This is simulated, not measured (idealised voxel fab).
Title: Process Module voxel gate over fins
We display cut, a cross-section 225 nm in width whose square cells are each 5 nm.
If you're reading a cross-section in this doc, picture square cells in a grid; it comes to you as bands, top ones listed first down to the bottom, and a band can be one or more rows of cells. The entry gives the band's vertical extent as a top height and a bottom height in nm, then its horizontal make-up as materials from left to right, each with a width in nm. "empty" stands for empty space; a single material marked "full width" fills the band edge to edge. The level at which height equals 0 is the one under which the wafer, as it arrives, is entirely one material. No lower edge exists for the bottom band, which continues downward and is notated as in "z 0 and below". The two numbers in a width such as "30->40" mark its ends across the band: the first belongs to the top row of cells, the second to the bottom row, and from each row to the next the width moves by the same amount. "left unchanged" after a step means that no cell of the cross-section changed. This entry, "Enclosed internal cavities", enumerates those empty regions of no fewer than 8 cells that possess no open connection to the top. Each region is reported in the form width x height at distance, the distance being taken from the left edge, with all three quantities expressed in nm. Read whatever lies past the settings on a step's line as the simulator's own remark about the step. On any step carrying a mask, the "overlay nm" setting, if present on the step's line, tells how far right of its planned place the mask lay; negative values point to the left. Layout of what follows: cross-section pairs, each bracketing one process step, the after cross-section shown only to the lowest band that changed, the step between and its settings noted under each pair. Pairs may originate in different runs of this module on the same starting wafer; a pair continues from the pair above only where its entry headed "Pre-step section" says so.

Pre-step section
    z 0 and below  Si full width
    Enclosed internal cavities: none

Post-Step Geometry
    z 10 to 0  SiN full width
    Under 0: no change, same as before.
    Enclosed internal cavities: none
The structure goes from the before cross-section above to the after cross-section through op CONFORMAL_DEP | material SiN | thk nm 10

Pre-step section: check the pair just above; its after cross-section is our before state.

Post-Step Geometry
    z 25 to 10  80 nm empty  15 nm resist  30 nm empty  15 nm resist  85 nm empty
    Under 10: no change, same as before.
    Enclosed internal cavities: none
The structure goes from the before cross-section above to the after cross-section through op PATTERN | tone cover | mask id FINS | material resist | width nm 15 | pitch nm 45 | thk nm 15 | overlay nm 0

Pre-step section: check the pair just above; its after cross-section is our before state.

Post-Step Geometry
    z 25 to 10  80 nm empty  15 nm resist  30 nm empty  15 nm resist  85 nm empty
    z 10 to 0  80 nm empty  15 nm SiN  30 nm empty  15 nm SiN  85 nm empty
    Under 0: no change, same as before.
    Enclosed internal cavities: none
The structure goes from the before cross-section above to the after cross-section through op DIRECTIONAL_ETCH | etch materials SiN | depth nm 10

Pre-step section: check the pair just above; its after cross-section is our before state.

Post-Step Geometry
    z 25 to 10  80 nm empty  15 nm resist  30 nm empty  15 nm resist  85 nm empty
    z 10 to 0  80 nm empty  15 nm SiN  30 nm empty  15 nm SiN  85 nm empty
    z 0 to -30  80 nm empty  15 nm Si  30 nm empty  15 nm Si  85 nm empty
    Under -30: no change, same as before.
    Enclosed internal cavities: none
The structure goes from the before cross-section above to the after cross-section through op DIRECTIONAL_ETCH | etch materials Si | depth nm 30

Pre-step section: check the pair just above; its after cross-section is our before state.

Post-Step Geometry
    z 10 to 0  80 nm empty  15 nm SiN  30 nm empty  15 nm SiN  85 nm empty
    Under 0: no change, same as before.
    Enclosed internal cavities: none
The structure goes from the before cross-section above to the after cross-section through op STRIP | etch materials resist

Pre-step section: check the pair just above; its after cross-section is our before state.

Post-Step Geometry
    z 10 to 0  80 nm empty  15 nm SiN  30 nm empty  15 nm SiN  85 nm empty
    z 0 to -30  80 nm empty  5 nm SiO2  5 nm Si  5 nm SiO2  30 nm empty  5 nm SiO2  5 nm Si  5 nm SiO2  85 nm empty
    z -30 to -35  85 nm SiO2  5 nm Si  40 nm SiO2  5 nm Si  90 nm SiO2
    Under -35: no change, same as before.
    Enclosed internal cavities: none
The structure goes from the before cross-section above to the after cross-section through op OXIDIZE | depth nm 5

Pre-step section: check the pair just above; its after cross-section is our before state.

Post-Step Geometry
    z 15 to 10  SiO2 full width
    z 10 to 0  80 nm SiO2  15 nm SiN  30 nm SiO2  15 nm SiN  85 nm SiO2
    z 0 to -35  85 nm SiO2  5 nm Si  40 nm SiO2  5 nm Si  90 nm SiO2
    Under -35: no change, same as before.
    Enclosed internal cavities: none
The structure goes from the before cross-section above to the after cross-section through op FILL_DEP | material SiO2 | thk nm 5

Pre-step section: check the pair just above; its after cross-section is our before state.

Post-Step Geometry
    z 10 to 0  80 nm SiO2  15 nm SiN  30 nm SiO2  15 nm SiN  85 nm SiO2
    Under 0: no change, same as before.
    Enclosed internal cavities: none
The structure goes from the before cross-section above to the after cross-section through op CMP | height nm 10

Pre-step section: check the pair just above; its after cross-section is our before state.

Post-Step Geometry
    z 10 to 0  80 nm empty  15 nm SiN  30 nm empty  15 nm SiN  85 nm empty
    z 0 to -15  85 nm empty  5 nm Si  40 nm empty  5 nm Si  90 nm empty
    Under -15: no change, same as before.
    Enclosed internal cavities: none
The structure goes from the before cross-section above to the after cross-section through op SELECTIVE_ETCH | etch materials SiO2 | depth nm 25

Pre-step section: check the pair just above; its after cross-section is our before state.

Post-Step Geometry
    z 0 to -15  85 nm empty  5 nm Si  40 nm empty  5 nm Si  90 nm empty
    Under -15: no change, same as before.
    Enclosed internal cavities: none
The structure goes from the before cross-section above to the after cross-section through op STRIP | etch materials SiN

Pre-step section: check the pair just above; its after cross-section is our before state.

Post-Step Geometry
    z 5 to 0  80 nm empty  15 nm HfO2  30 nm empty  15 nm HfO2  85 nm empty
    z 0 to -10  80 nm empty  5 nm HfO2  5 nm Si  5 nm HfO2  30 nm empty  5 nm HfO2  5 nm Si  5 nm HfO2  85 nm empty
    z -10 to -15  85 nm HfO2  5 nm Si  40 nm HfO2  5 nm Si  90 nm HfO2
    Under -15: no change, same as before.
    Enclosed internal cavities: none
The structure goes from the before cross-section above to the after cross-section through op CONFORMAL_DEP | material HfO2 | thk nm 5

Pre-step section: check the pair just above; its after cross-section is our before state.

Post-Step Geometry
    z 10 to 5  75 nm empty  25 nm TiN  20 nm empty  25 nm TiN  80 nm empty
    z 5 to 0  75 nm empty  5 nm TiN  15 nm HfO2  5 nm TiN  20 nm empty  5 nm TiN  15 nm HfO2  5 nm TiN  80 nm empty
    z 0 to -5  75 nm empty  5 nm TiN  5 nm HfO2  5 nm Si  5 nm HfO2  5 nm TiN  20 nm empty  5 nm TiN  5 nm HfO2  5 nm Si  5 nm HfO2  5 nm TiN  80 nm empty
    z -5 to -10  80 nm TiN  5 nm HfO2  5 nm Si  5 nm HfO2  30 nm TiN  5 nm HfO2  5 nm Si  5 nm HfO2  85 nm TiN
    Under -10: no change, same as before.
    Enclosed internal cavities: none
The structure goes from the before cross-section above to the after cross-section through op CONFORMAL_DEP | material TiN | thk nm 5

Pre-step section: check the pair just above; its after cross-section is our before state.

Post-Step Geometry
    z 15 to 10  70 nm empty  35 nm TiAl  10 nm empty  35 nm TiAl  75 nm empty
    z 10 to 5  70 nm empty  5 nm TiAl  25 nm TiN  5 nm TiAl  10 nm empty  5 nm TiAl  25 nm TiN  5 nm TiAl  75 nm empty
    z 5 to 0  70 nm empty  5 nm TiAl  5 nm TiN  15 nm HfO2  5 nm TiN  5 nm TiAl  10 nm empty  5 nm TiAl  5 nm TiN  15 nm HfO2  5 nm TiN  5 nm TiAl  75 nm empty
    z 0 to -5  75 nm TiAl  5 nm TiN  5 nm HfO2  5 nm Si  5 nm HfO2  5 nm TiN  20 nm TiAl  5 nm TiN  5 nm HfO2  5 nm Si  5 nm HfO2  5 nm TiN  80 nm TiAl
    Under -5: no change, same as before.
    Enclosed internal cavities: none
The structure goes from the before cross-section above to the after cross-section through op CONFORMAL_DEP | material TiAl | thk nm 5

Pre-step section: check the pair just above; its after cross-section is our before state.

Post-Step Geometry
    z 20 to 15  65 nm empty  90 nm TiN  70 nm empty
    z 15 to 10  65 nm empty  5 nm TiN  35 nm TiAl  10 nm TiN  35 nm TiAl  5 nm TiN  70 nm empty
    z 10 to 5  65 nm empty  5 nm TiN  5 nm TiAl  25 nm TiN  5 nm TiAl  10 nm TiN  5 nm TiAl  25 nm TiN  5 nm TiAl  5 nm TiN  70 nm empty
    z 5 to 0  70 nm TiN  5 nm TiAl  5 nm TiN  15 nm HfO2  5 nm TiN  5 nm TiAl  10 nm TiN  5 nm TiAl  5 nm TiN  15 nm HfO2  5 nm TiN  5 nm TiAl  75 nm TiN
    Under 0: no change, same as before.
    Enclosed internal cavities: none
The structure goes from the before cross-section above to the after cross-section through op CONFORMAL_DEP | material TiN | thk nm 5

Pre-step section: check the pair just above; its after cross-section is our before state.

Post-Step Geometry
    z 30 to 20  W full width
    z 20 to 15  65 nm W  90 nm TiN  70 nm W
    z 15 to 10  65 nm W  5 nm TiN  35 nm TiAl  10 nm TiN  35 nm TiAl  5 nm TiN  70 nm W
    z 10 to 5  65 nm W  5 nm TiN  5 nm TiAl  25 nm TiN  5 nm TiAl  10 nm TiN  5 nm TiAl  25 nm TiN  5 nm TiAl  5 nm TiN  70 nm W
    Under 5: no change, same as before.
    Enclosed internal cavities: none
The structure goes from the before cross-section above to the after cross-section through op FILL_DEP | material W | thk nm 10

Pre-step section: check the pair just above; its after cross-section is our before state.

Post-Step Geometry
    z 25 to 20  W full width
    Under 20: no change, same as before.
    Enclosed internal cavities: none
The structure goes from the before cross-section above to the after cross-section through op CMP | height nm 25

Pre-step section: check the pair just above; its after cross-section is our before state.

Post-Step Geometry
    z 30 to 25  SiCN full width
    Under 25: no change, same as before.
    Enclosed internal cavities: none
The structure goes from the before cross-section above to the after cross-section through op CONFORMAL_DEP | material SiCN | thk nm 5

Pre-step section
    z 0 to -15  85 nm empty  5 nm Si  40 nm empty  5 nm Si  90 nm empty
    z -15 to -35  85 nm SiO2  5 nm Si  40 nm SiO2  5 nm Si  90 nm SiO2
    z -35 and below  Si full width
    Enclosed internal cavities: none

Post-Step Geometry
    z 5 to 0  80 nm empty  15 nm TiN  30 nm empty  15 nm TiN  85 nm empty
    z 0 to -10  80 nm empty  5 nm TiN  5 nm Si  5 nm TiN  30 nm empty  5 nm TiN  5 nm Si  5 nm TiN  85 nm empty
    z -10 to -15  85 nm TiN  5 nm Si  40 nm TiN  5 nm Si  90 nm TiN
    Under -15: no change, same as before.
    Enclosed internal cavities: none
The structure goes from the before cross-section above to the after cross-section through op CONFORMAL_DEP | material TiN | thk nm 5

Pre-step section: check the pair just above; its after cross-section is our before state.

Post-Step Geometry
    z 10 to 5  75 nm empty  25 nm TiAl  20 nm empty  25 nm TiAl  80 nm empty
    z 5 to 0  75 nm empty  5 nm TiAl  15 nm TiN  5 nm TiAl  20 nm empty  5 nm TiAl  15 nm TiN  5 nm TiAl  80 nm empty
    z 0 to -5  75 nm empty  5 nm TiAl  5 nm TiN  5 nm Si  5 nm TiN  5 nm TiAl  20 nm empty  5 nm TiAl  5 nm TiN  5 nm Si  5 nm TiN  5 nm TiAl  80 nm empty
    z -5 to -10  80 nm TiAl  5 nm TiN  5 nm Si  5 nm TiN  30 nm TiAl  5 nm TiN  5 nm Si  5 nm TiN  85 nm TiAl
    Under -10: no change, same as before.
    Enclosed internal cavities: none
The structure goes from the before cross-section above to the after cross-section through op CONFORMAL_DEP | material TiAl | thk nm 5

Pre-step section: check the pair just above; its after cross-section is our before state.

Post-Step Geometry
    z 15 to 10  70 nm empty  35 nm TiN  10 nm empty  35 nm TiN  75 nm empty
    z 10 to 5  70 nm empty  5 nm TiN  25 nm TiAl  5 nm TiN  10 nm empty  5 nm TiN  25 nm TiAl  5 nm TiN  75 nm empty
    z 5 to 0  70 nm empty  5 nm TiN  5 nm TiAl  15 nm TiN  5 nm TiAl  5 nm TiN  10 nm empty  5 nm TiN  5 nm TiAl  15 nm TiN  5 nm TiAl  5 nm TiN  75 nm empty
    z 0 to -5  75 nm TiN  5 nm TiAl  5 nm TiN  5 nm Si  5 nm TiN  5 nm TiAl  20 nm TiN  5 nm TiAl  5 nm TiN  5 nm Si  5 nm TiN  5 nm TiAl  80 nm TiN
    Under -5: no change, same as before.
    Enclosed internal cavities: none
The structure goes from the before cross-section above to the after cross-section through op CONFORMAL_DEP | material TiN | thk nm 5

Pre-step section: check the pair just above; its after cross-section is our before state.

Post-Step Geometry
    z 25 to 15  W full width
    z 15 to 10  70 nm W  35 nm TiN  10 nm W  35 nm TiN  75 nm W
    z 10 to 5  70 nm W  5 nm TiN  25 nm TiAl  5 nm TiN  10 nm W  5 nm TiN  25 nm TiAl  5 nm TiN  75 nm W
    z 5 to 0  70 nm W  5 nm TiN  5 nm TiAl  15 nm TiN  5 nm TiAl  5 nm TiN  10 nm W  5 nm TiN  5 nm TiAl  15 nm TiN  5 nm TiAl  5 nm TiN  75 nm W
    Under 0: no change, same as before.
    Enclosed internal cavities: none
The structure goes from the before cross-section above to the after cross-section through op FILL_DEP | material W | thk nm 10

Pre-step section: check the pair just above; its after cross-section is our before state.

Post-Step Geometry
    z 30 to 25  SiCN full width
    Under 25: no change, same as before.
    Enclosed internal cavities: none
The structure goes from the before cross-section above to the after cross-section through op CONFORMAL_DEP | material SiCN | thk nm 5

Pre-step section
    z 25 to 10  80 nm empty  15 nm resist  30 nm empty  15 nm resist  85 nm empty
    z 10 to 0  80 nm empty  15 nm SiN  30 nm empty  15 nm SiN  85 nm empty
    z 0 to -30  80 nm empty  15 nm Si  30 nm empty  15 nm Si  85 nm empty
    z -30 and below  Si full width
    Enclosed internal cavities: none

Post-Step Geometry
    z 25 to 10  80 nm empty  15 nm resist  30 nm empty  15 nm resist  85 nm empty
    z 10 to 0  80 nm empty  15 nm SiN  30 nm empty  15 nm SiN  85 nm empty
    z 0 to -60  80 nm empty  15 nm Si  30 nm empty  15 nm Si  85 nm empty
    Under -60: no change, same as before.
    Enclosed internal cavities: none
The structure goes from the before cross-section above to the after cross-section through op DIRECTIONAL_ETCH | etch materials Si | depth nm 30

Pre-step section: check the pair just above; its after cross-section is our before state.

Post-Step Geometry
    z 10 to 0  80 nm empty  15 nm SiN  30 nm empty  15 nm SiN  85 nm empty
    Under 0: no change, same as before.
    Enclosed internal cavities: none
The structure goes from the before cross-section above to the after cross-section through op STRIP | etch materials resist

Pre-step section: check the pair just above; its after cross-section is our before state.

Post-Step Geometry
    z 10 to 0  80 nm empty  15 nm SiN  30 nm empty  15 nm SiN  85 nm empty
    z 0 to -60  80 nm empty  5 nm SiO2  5 nm Si  5 nm SiO2  30 nm empty  5 nm SiO2  5 nm Si  5 nm SiO2  85 nm empty
    z -60 to -65  85 nm SiO2  5 nm Si  40 nm SiO2  5 nm Si  90 nm SiO2
    Under -65: no change, same as before.
    Enclosed internal cavities: none
The structure goes from the before cross-section above to the after cross-section through op OXIDIZE | depth nm 5

Pre-step section: check the pair just above; its after cross-section is our before state.

Post-Step Geometry
    z 15 to 10  SiO2 full width
    z 10 to 0  80 nm SiO2  15 nm SiN  30 nm SiO2  15 nm SiN  85 nm SiO2
    z 0 to -65  85 nm SiO2  5 nm Si  40 nm SiO2  5 nm Si  90 nm SiO2
    Under -65: no change, same as before.
    Enclosed internal cavities: none
The structure goes from the before cross-section above to the after cross-section through op FILL_DEP | material SiO2 | thk nm 5

Pre-step section: check the pair just above; its after cross-section is our before state.

Post-Step Geometry
    z 10 to 0  80 nm SiO2  15 nm SiN  30 nm SiO2  15 nm SiN  85 nm SiO2
    Under 0: no change, same as before.
    Enclosed internal cavities: none
The structure goes from the before cross-section above to the after cross-section through op CMP | height nm 10

Pre-step section: check the pair just above; its after cross-section is our before state.

Post-Step Geometry
    z 10 to 0  80 nm empty  15 nm SiN  30 nm empty  15 nm SiN  85 nm empty
    z 0 to -15  85 nm empty  5 nm Si  40 nm empty  5 nm Si  90 nm empty
    Under -15: no change, same as before.
    Enclosed internal cavities: none
The structure goes from the before cross-section above to the after cross-section through op SELECTIVE_ETCH | etch materials SiO2 | depth nm 25

Pre-step section: check the pair just above; its after cross-section is our before state.

Post-Step Geometry
    z 0 to -15  85 nm empty  5 nm Si  40 nm empty  5 nm Si  90 nm empty
    Under -15: no change, same as before.
    Enclosed internal cavities: none
The structure goes from the before cross-section above to the after cross-section through op STRIP | etch materials SiN

Pre-step section: check the pair just above; its after cross-section is our before state.

Post-Step Geometry
    z 5 to 0  80 nm empty  15 nm HfO2  30 nm empty  15 nm HfO2  85 nm empty
    z 0 to -10  80 nm empty  5 nm HfO2  5 nm Si  5 nm HfO2  30 nm empty  5 nm HfO2  5 nm Si  5 nm HfO2  85 nm empty
    z -10 to -15  85 nm HfO2  5 nm Si  40 nm HfO2  5 nm Si  90 nm HfO2
    Under -15: no change, same as before.
    Enclosed internal cavities: none
The structure goes from the before cross-section above to the after cross-section through op CONFORMAL_DEP | material HfO2 | thk nm 5

Pre-step section: check the pair just above; its after cross-section is our before state.

Post-Step Geometry
    z 10 to 5  75 nm empty  25 nm TiN  20 nm empty  25 nm TiN  80 nm empty
    z 5 to 0  75 nm empty  5 nm TiN  15 nm HfO2  5 nm TiN  20 nm empty  5 nm TiN  15 nm HfO2  5 nm TiN  80 nm empty
    z 0 to -5  75 nm empty  5 nm TiN  5 nm HfO2  5 nm Si  5 nm HfO2  5 nm TiN  20 nm empty  5 nm TiN  5 nm HfO2  5 nm Si  5 nm HfO2  5 nm TiN  80 nm empty
    z -5 to -10  80 nm TiN  5 nm HfO2  5 nm Si  5 nm HfO2  30 nm TiN  5 nm HfO2  5 nm Si  5 nm HfO2  85 nm TiN
    Under -10: no change, same as before.
    Enclosed internal cavities: none
The structure goes from the before cross-section above to the after cross-section through op CONFORMAL_DEP | material TiN | thk nm 5

Pre-step section: check the pair just above; its after cross-section is our before state.

Post-Step Geometry
    z 15 to 10  70 nm empty  35 nm TiAl  10 nm empty  35 nm TiAl  75 nm empty
    z 10 to 5  70 nm empty  5 nm TiAl  25 nm TiN  5 nm TiAl  10 nm empty  5 nm TiAl  25 nm TiN  5 nm TiAl  75 nm empty
    z 5 to 0  70 nm empty  5 nm TiAl  5 nm TiN  15 nm HfO2  5 nm TiN  5 nm TiAl  10 nm empty  5 nm TiAl  5 nm TiN  15 nm HfO2  5 nm TiN  5 nm TiAl  75 nm empty
    z 0 to -5  75 nm TiAl  5 nm TiN  5 nm HfO2  5 nm Si  5 nm HfO2  5 nm TiN  20 nm TiAl  5 nm TiN  5 nm HfO2  5 nm Si  5 nm HfO2  5 nm TiN  80 nm TiAl
    Under -5: no change, same as before.
    Enclosed internal cavities: none
The structure goes from the before cross-section above to the after cross-section through op CONFORMAL_DEP | material TiAl | thk nm 5

Pre-step section: check the pair just above; its after cross-section is our before state.

Post-Step Geometry
    z 20 to 15  65 nm empty  90 nm TiN  70 nm empty
    z 15 to 10  65 nm empty  5 nm TiN  35 nm TiAl  10 nm TiN  35 nm TiAl  5 nm TiN  70 nm empty
    z 10 to 5  65 nm empty  5 nm TiN  5 nm TiAl  25 nm TiN  5 nm TiAl  10 nm TiN  5 nm TiAl  25 nm TiN  5 nm TiAl  5 nm TiN  70 nm empty
    z 5 to 0  70 nm TiN  5 nm TiAl  5 nm TiN  15 nm HfO2  5 nm TiN  5 nm TiAl  10 nm TiN  5 nm TiAl  5 nm TiN  15 nm HfO2  5 nm TiN  5 nm TiAl  75 nm TiN
    Under 0: no change, same as before.
    Enclosed internal cavities: none
The structure goes from the before cross-section above to the after cross-section through op CONFORMAL_DEP | material TiN | thk nm 5

Pre-step section: check the pair just above; its after cross-section is our before state.

Post-Step Geometry
    z 30 to 20  W full width
    z 20 to 15  65 nm W  90 nm TiN  70 nm W
    z 15 to 10  65 nm W  5 nm TiN  35 nm TiAl  10 nm TiN  35 nm TiAl  5 nm TiN  70 nm W
    z 10 to 5  65 nm W  5 nm TiN  5 nm TiAl  25 nm TiN  5 nm TiAl  10 nm TiN  5 nm TiAl  25 nm TiN  5 nm TiAl  5 nm TiN  70 nm W
    Under 5: no change, same as before.
    Enclosed internal cavities: none
The structure goes from the before cross-section above to the after cross-section through op FILL_DEP | material W | thk nm 10

Pre-step section: check the pair just above; its after cross-section is our before state.

Post-Step Geometry
    z 25 to 20  W full width
    Under 20: no change, same as before.
    Enclosed internal cavities: none
The structure goes from the before cross-section above to the after cross-section through op CMP | height nm 25

Pre-step section: check the pair just above; its after cross-section is our before state.

Post-Step Geometry
    z 30 to 25  SiCN full width
    Under 25: no change, same as before.
    Enclosed internal cavities: none
The structure goes from the before cross-section above to the after cross-section through op CONFORMAL_DEP | material SiCN | thk nm 5

Pre-step section
    z 5 to 0  80 nm empty  15 nm TiN  30 nm empty  15 nm TiN  85 nm empty
    z 0 to -10  80 nm empty  5 nm TiN  5 nm Si  5 nm TiN  30 nm empty  5 nm TiN  5 nm Si  5 nm TiN  85 nm empty
    z -10 to -15  85 nm TiN  5 nm Si  40 nm TiN  5 nm Si  90 nm TiN
    z -15 to -35  85 nm SiO2  5 nm Si  40 nm SiO2  5 nm Si  90 nm SiO2
    z -35 and below  Si full width
    Enclosed internal cavities: none

Post-Step Geometry
    z 10 to 5  75 nm empty  25 nm HfO2  20 nm empty  25 nm HfO2  80 nm empty
    z 5 to 0  75 nm empty  5 nm HfO2  15 nm TiN  5 nm HfO2  20 nm empty  5 nm HfO2  15 nm TiN  5 nm HfO2  80 nm empty
    z 0 to -5  75 nm empty  5 nm HfO2  5 nm TiN  5 nm Si  5 nm TiN  5 nm HfO2  20 nm empty  5 nm HfO2  5 nm TiN  5 nm Si  5 nm TiN  5 nm HfO2  80 nm empty
    z -5 to -10  80 nm HfO2  5 nm TiN  5 nm Si  5 nm TiN  30 nm HfO2  5 nm TiN  5 nm Si  5 nm TiN  85 nm HfO2
    Under -10: no change, same as before.
    Enclosed internal cavities: none
The structure goes from the before cross-section above to the after cross-section through op CONFORMAL_DEP | material HfO2 | thk nm 5

Pre-step section: check the pair just above; its after cross-section is our before state.

Post-Step Geometry
    z 15 to 10  70 nm empty  35 nm TiAl  10 nm empty  35 nm TiAl  75 nm empty
    z 10 to 5  70 nm empty  5 nm TiAl  25 nm HfO2  5 nm TiAl  10 nm empty  5 nm TiAl  25 nm HfO2  5 nm TiAl  75 nm empty
    z 5 to 0  70 nm empty  5 nm TiAl  5 nm HfO2  15 nm TiN  5 nm HfO2  5 nm TiAl  10 nm empty  5 nm TiAl  5 nm HfO2  15 nm TiN  5 nm HfO2  5 nm TiAl  75 nm empty
    z 0 to -5  75 nm TiAl  5 nm HfO2  5 nm TiN  5 nm Si  5 nm TiN  5 nm HfO2  20 nm TiAl  5 nm HfO2  5 nm TiN  5 nm Si  5 nm TiN  5 nm HfO2  80 nm TiAl
    Under -5: no change, same as before.
    Enclosed internal cavities: none
The structure goes from the before cross-section above to the after cross-section through op CONFORMAL_DEP | material TiAl | thk nm 5

Pre-step section: check the pair just above; its after cross-section is our before state.

Post-Step Geometry
    z 20 to 15  65 nm empty  90 nm TiN  70 nm empty
    z 15 to 10  65 nm empty  5 nm TiN  35 nm TiAl  10 nm TiN  35 nm TiAl  5 nm TiN  70 nm empty
    z 10 to 5  65 nm empty  5 nm TiN  5 nm TiAl  25 nm HfO2  5 nm TiAl  10 nm TiN  5 nm TiAl  25 nm HfO2  5 nm TiAl  5 nm TiN  70 nm empty
    z 5 to 0  70 nm TiN  5 nm TiAl  5 nm HfO2  15 nm TiN  5 nm HfO2  5 nm TiAl  10 nm TiN  5 nm TiAl  5 nm HfO2  15 nm TiN  5 nm HfO2  5 nm TiAl  75 nm TiN
    Under 0: no change, same as before.
    Enclosed internal cavities: none
The structure goes from the before cross-section above to the after cross-section through op CONFORMAL_DEP | material TiN | thk nm 5

Pre-step section: check the pair just above; its after cross-section is our before state.

Post-Step Geometry
    z 30 to 20  W full width
    z 20 to 15  65 nm W  90 nm TiN  70 nm W
    z 15 to 10  65 nm W  5 nm TiN  35 nm TiAl  10 nm TiN  35 nm TiAl  5 nm TiN  70 nm W
    z 10 to 5  65 nm W  5 nm TiN  5 nm TiAl  25 nm HfO2  5 nm TiAl  10 nm TiN  5 nm TiAl  25 nm HfO2  5 nm TiAl  5 nm TiN  70 nm W
    Under 5: no change, same as before.
    Enclosed internal cavities: none
The structure goes from the before cross-section above to the after cross-section through op FILL_DEP | material W | thk nm 10

Pre-step section: check the pair just above; its after cross-section is our before state.

Post-Step Geometry
    z 25 to 20  W full width
    Under 20: no change, same as before.
    Enclosed internal cavities: none
The structure goes from the before cross-section above to the after cross-section through op CMP | height nm 25

Pre-step section: check the pair just above; its after cross-section is our before state.

Post-Step Geometry
    z 30 to 25  SiCN full width
    Under 25: no change, same as before.
    Enclosed internal cavities: none
The structure goes from the before cross-section above to the after cross-section through op CONFORMAL_DEP | material SiCN | thk nm 5

Pre-step section
    z 10 to 5  75 nm empty  25 nm TiN  20 nm empty  25 nm TiN  80 nm empty
    z 5 to 0  75 nm empty  5 nm TiN  15 nm HfO2  5 nm TiN  20 nm empty  5 nm TiN  15 nm HfO2  5 nm TiN  80 nm empty
    z 0 to -5  75 nm empty  5 nm TiN  5 nm HfO2  5 nm Si  5 nm HfO2  5 nm TiN  20 nm empty  5 nm TiN  5 nm HfO2  5 nm Si  5 nm HfO2  5 nm TiN  80 nm empty
    z -5 to -10  80 nm TiN  5 nm HfO2  5 nm Si  5 nm HfO2  30 nm TiN  5 nm HfO2  5 nm Si  5 nm HfO2  85 nm TiN
    z -10 to -15  85 nm HfO2  5 nm Si  40 nm HfO2  5 nm Si  90 nm HfO2
    z -15 to -35  85 nm SiO2  5 nm Si  40 nm SiO2  5 nm Si  90 nm SiO2
    z -35 and below  Si full width
    Enclosed internal cavities: none

Post-Step Geometry
    z 25 to 10  60 nm empty  100 nm TiAl  65 nm empty
    z 10 to 5  75 nm TiAl  25 nm TiN  20 nm TiAl  25 nm TiN  80 nm TiAl
    z 5 to 0  75 nm TiAl  5 nm TiN  15 nm HfO2  5 nm TiN  20 nm TiAl  5 nm TiN  15 nm HfO2  5 nm TiN  80 nm TiAl
    z 0 to -5  75 nm TiAl  5 nm TiN  5 nm HfO2  5 nm Si  5 nm HfO2  5 nm TiN  20 nm TiAl  5 nm TiN  5 nm HfO2  5 nm Si  5 nm HfO2  5 nm TiN  80 nm TiAl
    Under -5: no change, same as before.
    Enclosed internal cavities: none
The structure goes from the before cross-section above to the after cross-section through op CONFORMAL_DEP | material TiAl | thk nm 15

Pre-step section: check the pair just above; its after cross-section is our before state.

Post-Step Geometry
    z 30 to 25  55 nm empty  110 nm TiN  60 nm empty
    z 25 to 15  55 nm empty  5 nm TiN  100 nm TiAl  5 nm TiN  60 nm empty
    z 15 to 10  60 nm TiN  100 nm TiAl  65 nm TiN
    Under 10: no change, same as before.
    Enclosed internal cavities: none
The structure goes from the before cross-section above to the after cross-section through op CONFORMAL_DEP | material TiN | thk nm 5

Pre-step section: check the pair just above; its after cross-section is our before state.

Post-Step Geometry
    z 40 to 30  W full width
    z 30 to 25  55 nm W  110 nm TiN  60 nm W
    z 25 to 15  55 nm W  5 nm TiN  100 nm TiAl  5 nm TiN  60 nm W
    Under 15: no change, same as before.
    Enclosed internal cavities: none
The structure goes from the before cross-section above to the after cross-section through op FILL_DEP | material W | thk nm 10

Pre-step section: check the pair just above; its after cross-section is our before state.

Post-Step Geometry
    z 25 to 15  55 nm W  5 nm TiN  100 nm TiAl  5 nm TiN  60 nm W
    Under 15: no change, same as before.
    Enclosed internal cavities: none
The structure goes from the before cross-section above to the after cross-section through op CMP | height nm 25

Pre-step section: check the pair just above; its after cross-section is our before state.

Post-Step Geometry
    z 30 to 25  SiCN full width
    Under 25: no change, same as before.
    Enclosed internal cavities: none
The structure goes from the before cross-section above to the after cross-section through op CONFORMAL_DEP | material SiCN | thk nm 5

Pre-step section
    z 10 to 0  SiN full width
    z 0 and below  Si full width
    Enclosed internal cavities: none

Post-Step Geometry
    z 25 to 10  75 nm empty  25 nm resist  20 nm empty  25 nm resist  80 nm empty
    Under 10: no change, same as before.
    Enclosed internal cavities: none
The structure goes from the before cross-section above to the after cross-section through op PATTERN | tone cover | mask id FINS | material resist | width nm 25 | pitch nm 45 | thk nm 15 | overlay nm 0

Pre-step section: check the pair just above; its after cross-section is our before state.

Post-Step Geometry
    z 25 to 10  75 nm empty  25 nm resist  20 nm empty  25 nm resist  80 nm empty
    z 10 to 0  75 nm empty  25 nm SiN  20 nm empty  25 nm SiN  80 nm empty
    Under 0: no change, same as before.
    Enclosed internal cavities: none
The structure goes from the before cross-section above to the after cross-section through op DIRECTIONAL_ETCH | etch materials SiN | depth nm 10

Pre-step section: check the pair just above; its after cross-section is our before state.

Post-Step Geometry
    z 25 to 10  75 nm empty  25 nm resist  20 nm empty  25 nm resist  80 nm empty
    z 10 to 0  75 nm empty  25 nm SiN  20 nm empty  25 nm SiN  80 nm empty
    z 0 to -30  75 nm empty  25 nm Si  20 nm empty  25 nm Si  80 nm empty
    Under -30: no change, same as before.
    Enclosed internal cavities: none
The structure goes from the before cross-section above to the after cross-section through op DIRECTIONAL_ETCH | etch materials Si | depth nm 30

Pre-step section: check the pair just above; its after cross-section is our before state.

Post-Step Geometry
    z 10 to 0  75 nm empty  25 nm SiN  20 nm empty  25 nm SiN  80 nm empty
    Under 0: no change, same as before.
    Enclosed internal cavities: none
The structure goes from the before cross-section above to the after cross-section through op STRIP | etch materials resist

Pre-step section: check the pair just above; its after cross-section is our before state.

Post-Step Geometry
    z 10 to 0  75 nm empty  25 nm SiN  20 nm empty  25 nm SiN  80 nm empty
    z 0 to -30  75 nm empty  5 nm SiO2  15 nm Si  5 nm SiO2  20 nm empty  5 nm SiO2  15 nm Si  5 nm SiO2  80 nm empty
    z -30 to -35  80 nm SiO2  15 nm Si  30 nm SiO2  15 nm Si  85 nm SiO2
    Under -35: no change, same as before.
    Enclosed internal cavities: none
The structure goes from the before cross-section above to the after cross-section through op OXIDIZE | depth nm 5

Pre-step section: check the pair just above; its after cross-section is our before state.

Post-Step Geometry
    z 15 to 10  SiO2 full width
    z 10 to 0  75 nm SiO2  25 nm SiN  20 nm SiO2  25 nm SiN  80 nm SiO2
    z 0 to -35  80 nm SiO2  15 nm Si  30 nm SiO2  15 nm Si  85 nm SiO2
    Under -35: no change, same as before.
    Enclosed internal cavities: none
The structure goes from the before cross-section above to the after cross-section through op FILL_DEP | material SiO2 | thk nm 5

Pre-step section: check the pair just above; its after cross-section is our before state.

Post-Step Geometry
    z 10 to 0  75 nm SiO2  25 nm SiN  20 nm SiO2  25 nm SiN  80 nm SiO2
    Under 0: no change, same as before.
    Enclosed internal cavities: none
The structure goes from the before cross-section above to the after cross-section through op CMP | height nm 10
